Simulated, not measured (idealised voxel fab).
process module | voxel transistor to metal
Cross-section cut spans 150 nm and uses square cells 5 nm in size.
Bands, listed from the top down, are how a cross-section gets written in this document; the cross-section itself is a grid of square cells, and a band is one or more rows of them.
The band entry comprises the height of the band's top followed by the height of its bottom, expressed in nm, and subsequently the band's materials from left to right, each stated together with its width in nm. Where a single material is marked with the word "edge to edge", that material fills the band from edge to edge. The word "air" represents empty space.
Counting heights begins at 0, where everything beneath is, in the wafer as received, one material. The lowest band has no bottom; it goes on downwards, as "0 -> down" shows.
So if you see something like "30..40" for the width, read it as the top row of the band sitting at the first number and the bottom row at the second, with every row in between moving by the same amount as the last.
"nothing altered" (step): cross-section cells unchanged, all of them.
In the "Closed empty spaces" entry, you get each enclosed empty space of 8 cells or more, one with no open way to the top, written width x height at distance, distance from the left edge, in nm.
Whatever follows a step's settings on its line is a remark the simulator itself makes about that step.
On any step carrying a mask, the "overlay nm" setting, if present on the step's line, tells how far right of its planned place the mask lay; negative values point to the left.

# Planned step list for the process
1. op RECEIVE | material Si
2. op OXIDIZE | depth nm 5
3. op CONFORMAL_DEP | material SiN | thk nm 15
4. op MASKED_ETCH | tone cover | mask id ACTIVE | width nm 105 | etch materials SiN | depth nm 15 | overlay nm 0
5. op MASKED_ETCH | tone cover | mask id ACTIVE | width nm 105 | etch materials SiO2 | depth nm 5 | overlay nm 0
6. op MASKED_ETCH | tone cover | mask id ACTIVE | width nm 105 | etch materials Si | depth nm 35 | overlay nm 0
7. op OXIDIZE | depth nm 5
8. op FILL_DEP | material SiO2 | thk nm 5
9. op CMP | height nm 15
10. op SELECTIVE_ETCH | etch materials SiO2 | depth nm 10
11. op STRIP | etch materials SiN
12. op SELECTIVE_ETCH | etch materials SiO2 | depth nm 5
13. op OXIDIZE | depth nm 5
14. op DIRECTIONAL_DEP | material polySi | thk nm 20
15. op DIRECTIONAL_DEP | material SiCN | thk nm 10
16. op MASKED_ETCH | tone cover | mask id GATE | width nm 25 | etch materials SiCN | depth nm 20 | overlay nm 0
17. op MASKED_ETCH | tone cover | mask id GATE | width nm 25 | etch materials polySi | depth nm 30 | overlay nm 0
18. op CONFORMAL_DEP | material SiN | thk nm 10
19. op DIRECTIONAL_ETCH | etch materials SiN | depth nm 10
20. op DIRECTIONAL_ETCH | etch materials SiO2 | depth nm 5
21. op DIRECTIONAL_ETCH | etch materials Si | depth nm 15
22. op EPI | material nSi | thk nm 15
23. op FILL_DEP | material SiO2 | thk nm 10
24. op CMP | height nm 25
25. op DIRECTIONAL_DEP | material SiO2 | thk nm 15
26. op PATTERN | tone open | mask id CONTACT | material resist | width nm 15 | pitch nm 80 | thk nm 15 | overlay nm 0
27. op DIRECTIONAL_ETCH | etch materials SiO2 | depth nm 50
28. op STRIP | etch materials resist
29. op CONFORMAL_DEP | material TiN | thk nm 5
30. op FILL_DEP | material W | thk nm 10
31. op CMP | height nm 40
32. op CONFORMAL_DEP | material SiN | thk nm 5
33. op DIRECTIONAL_DEP | material lowk | thk nm 25
34. op DIRECTIONAL_DEP | material aC | thk nm 10
35. op PATTERN | tone open | mask id METAL_1 | material resist | width nm 15 | pitch nm 80 | thk nm 25 | overlay nm 0
36. op DIRECTIONAL_ETCH | etch materials aC | depth nm 10
37. op STRIP | etch materials resist
38. op DIRECTIONAL_ETCH | etch materials lowk | depth nm 25
39. op DIRECTIONAL_ETCH | etch materials SiN | depth nm 5
40. op STRIP | etch materials aC
41. op CONFORMAL_DEP | material TiN | thk nm 5
42. op FILL_DEP | material Cu | thk nm 5
43. op CMP | height nm 70
44. op CONFORMAL_DEP | material SiN | thk nm 5

# Cross-section of the wafer as it came to us, i.e., already through step 1
  0 -> down: Si edge to edge
  Closed empty spaces: none

# First wafer of two, sectioned at end of module; run went per plan
  75 -> 70: SiN edge to edge
  70 -> 45: lowk=25 | TiN=5 | Cu=5 | TiN=5 | lowk=65 | TiN=5 | Cu=5 | TiN=5 | lowk=30
  45 -> 40: SiN=25 | TiN=15 | SiN=65 | TiN=15 | SiN=30
  40 -> 25: SiO2=25 | TiN=5 | W=5 | TiN=5 | SiO2=65 | TiN=5 | W=5 | TiN=5 | SiO2=30
  25 -> 15: SiO2=25 | TiN=5 | W=5 | TiN=5 | SiO2=10 | SiN=10 | SiCN=25 | SiN=10 | SiO2=10 | TiN=5 | W=5 | TiN=5 | SiO2=30
  15 -> 10: SiO2=25 | TiN=5 | W=5 | TiN=5 | SiO2=10 | SiN=10 | polySi=25 | SiN=10 | SiO2=10 | TiN=5 | W=5 | TiN=5 | SiO2=30
  10 -> 5: SiO2=25 | TiN=15 | SiO2=10 | SiN=10 | polySi=25 | SiN=10 | SiO2=10 | TiN=15 | SiO2=30
  5 -> 0: SiO2=25 | TiN=10 | nSi=15 | SiN=10 | polySi=25 | SiN=10 | nSi=15 | TiN=10 | SiO2=30
  0 -> -5: SiO2=15 | SiN=10 | TiN=10 | nSi=15 | SiN=10 | polySi=25 | SiN=10 | nSi=15 | TiN=10 | SiN=10 | SiO2=20
  -5 -> -10: SiO2=25 | TiN=10 | nSi=15 | SiO2=45 | nSi=15 | TiN=10 | SiO2=30
  -10 -> -25: SiO2=25 | nSi=25 | Si=45 | nSi=25 | SiO2=30
  -25 -> -45: SiO2=25 | Si=95 | SiO2=30
  -45 -> down: Si edge to edge
  Closed empty spaces: none

# Wafer two, sectioned after the module: the first wafer's start, the first wafer's plan, and one mistake in how it was run
  75 -> 70: SiN edge to edge
  70 -> 45: lowk=25 | TiN=5 | Cu=5 | TiN=5 | lowk=65 | TiN=5 | Cu=5 | TiN=5 | lowk=30
  45 -> 40: SiN=25 | TiN=15 | SiN=65 | TiN=15 | SiN=30
  40 -> 35: W edge to edge
  35 -> 30: TiN=30 | W=5 | TiN=75 | W=5 | TiN=35
  30 -> 25: SiO2=25 | TiN=5 | W=5 | TiN=5 | SiO2=65 | TiN=5 | W=5 | TiN=5 | SiO2=30
  25 -> 15: SiO2=25 | TiN=5 | W=5 | TiN=5 | SiO2=10 | SiN=10 | SiCN=25 | SiN=10 | SiO2=10 | TiN=5 | W=5 | TiN=5 | SiO2=30
  15 -> 10: SiO2=25 | TiN=5 | W=5 | TiN=5 | SiO2=10 | SiN=10 | polySi=25 | SiN=10 | SiO2=10 | TiN=5 | W=5 | TiN=5 | SiO2=30
  10 -> 5: SiO2=25 | TiN=15 | SiO2=10 | SiN=10 | polySi=25 | SiN=10 | SiO2=10 | TiN=15 | SiO2=30
  5 -> 0: SiO2=25 | TiN=10 | nSi=15 | SiN=10 | polySi=25 | SiN=10 | nSi=15 | TiN=10 | SiO2=30
  0 -> -5: SiO2=15 | SiN=10 | TiN=10 | nSi=15 | SiN=10 | polySi=25 | SiN=10 | nSi=15 | TiN=10 | SiN=10 | SiO2=20
  -5 -> -10: SiO2=25 | TiN=10 | nSi=15 | SiO2=45 | nSi=15 | TiN=10 | SiO2=30
  -10 -> -25: SiO2=25 | nSi=25 | Si=45 | nSi=25 | SiO2=30
  -25 -> -45: SiO2=25 | Si=95 | SiO2=30
  -45 -> down: Si edge to edge
  Closed empty spaces: none
Here's what went sideways: in deviation from the planned setting, step 25 was conducted as op DIRECTIONAL_DEP | material SiO2 | thk nm 5
Cell-count delta at end, second wafer over first, by material: 48 fewer of SiO2; 20 more of TiN; 28 more of W
